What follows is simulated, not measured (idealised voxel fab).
process module | voxel lift off
cross-section cut | 250 nm wide | cells 5 nm
A cross-section is a grid of square cells, given in bands from the top down. A band is one or more rows of cells.
Each band's line starts with the height of the band's top and of its bottom, in nm. Then come its materials from left to right, each with its width in nm. One material with "throughout" fills the band from edge to edge. "air" is empty space.
Height 0 is the level under which the wafer as received is all one material. The lowest band goes on downwards, as in "0 down".
A width such as "30 to 40" changes by the same amount from each row of cells to the next, from the band's top row to its bottom row.
"no change" after a step means that no cell of the cross-section changed.
closed voids: empty space of 8 cells or more with no open way to the top, each as width x height at its distance from the left edge, in nm
after a step's settings: what the simulator itself notes on the step
overlay nm, on a step with a mask: how far to the right of its planned place the mask lay; to the left if negative
plan
1 op RECEIVE | material Si
2 op CONFORMAL_DEP | material SiN | thk nm 15
3 op PATTERN | tone open | mask id LINES | material resist | width nm 20 | pitch nm 50 | thk nm 20 | overlay nm 0
4 op DIRECTIONAL_DEP | material Ru | thk nm 10
5 op STRIP | etch materials resist
6 op CONFORMAL_DEP | material SiCN | thk nm 5
first wafer, as planned
as received, after step 1
  0 down: Si throughout
  closed voids: none
after step 2
  15 to 0: SiN throughout
  below 0: unchanged
after step 3
  35 to 15: resist 90 | air 20 | resist 30 | air 20 | resist 90
  below 15: unchanged
after step 4
  45 to 35: Ru 90 | air 20 | Ru 30 | air 20 | Ru 90
  35 to 25: resist 90 | air 20 | resist 30 | air 20 | resist 90
  25 to 15: resist 90 | Ru 20 | resist 30 | Ru 20 | resist 90
  below 15: unchanged
after step 5
  25 to 15: air 90 | Ru 20 | air 30 | Ru 20 | air 90
  below 15: unchanged
after step 6
  30 to 25: air 85 | SiCN 30 | air 20 | SiCN 30 | air 85
  25 to 20: air 85 | SiCN 5 | Ru 20 | SiCN 5 | air 20 | SiCN 5 | Ru 20 | SiCN 5 | air 85
  20 to 15: SiCN 90 | Ru 20 | SiCN 30 | Ru 20 | SiCN 90
  below 15: unchanged
second wafer: like start, like plan, one mistake. Through step 2 it matches the first wafer
when step 3 should have ended
  35 to 15: resist 95 | air 15 | resist 35 | air 15 | resist 90
  below 15: unchanged
when step 4 should have ended
  45 to 35: Ru 95 | air 15 | Ru 35 | air 15 | Ru 90
  35 to 25: resist 95 | air 15 | resist 35 | air 15 | resist 90
  25 to 15: resist 95 | Ru 15 | resist 35 | Ru 15 | resist 90
  below 15: unchanged
when step 5 should have ended
  25 to 15: air 95 | Ru 15 | air 35 | Ru 15 | air 90
  below 15: unchanged
when step 6 should have ended
  30 to 25: air 90 | SiCN 25 | air 25 | SiCN 25 | air 85
  25 to 20: air 90 | SiCN 5 | Ru 15 | SiCN 5 | air 25 | SiCN 5 | Ru 15 | SiCN 5 | air 85
  20 to 15: SiCN 95 | Ru 15 | SiCN 35 | Ru 15 | SiCN 90
  below 15: unchanged
what went wrong: step 3 ran as: op PATTERN | tone open | mask id LINES | material resist | width nm 15 | pitch nm 50 | thk nm 20 | overlay nm 0
at the end the second wafer has, in cells: 4 fewer of Ru
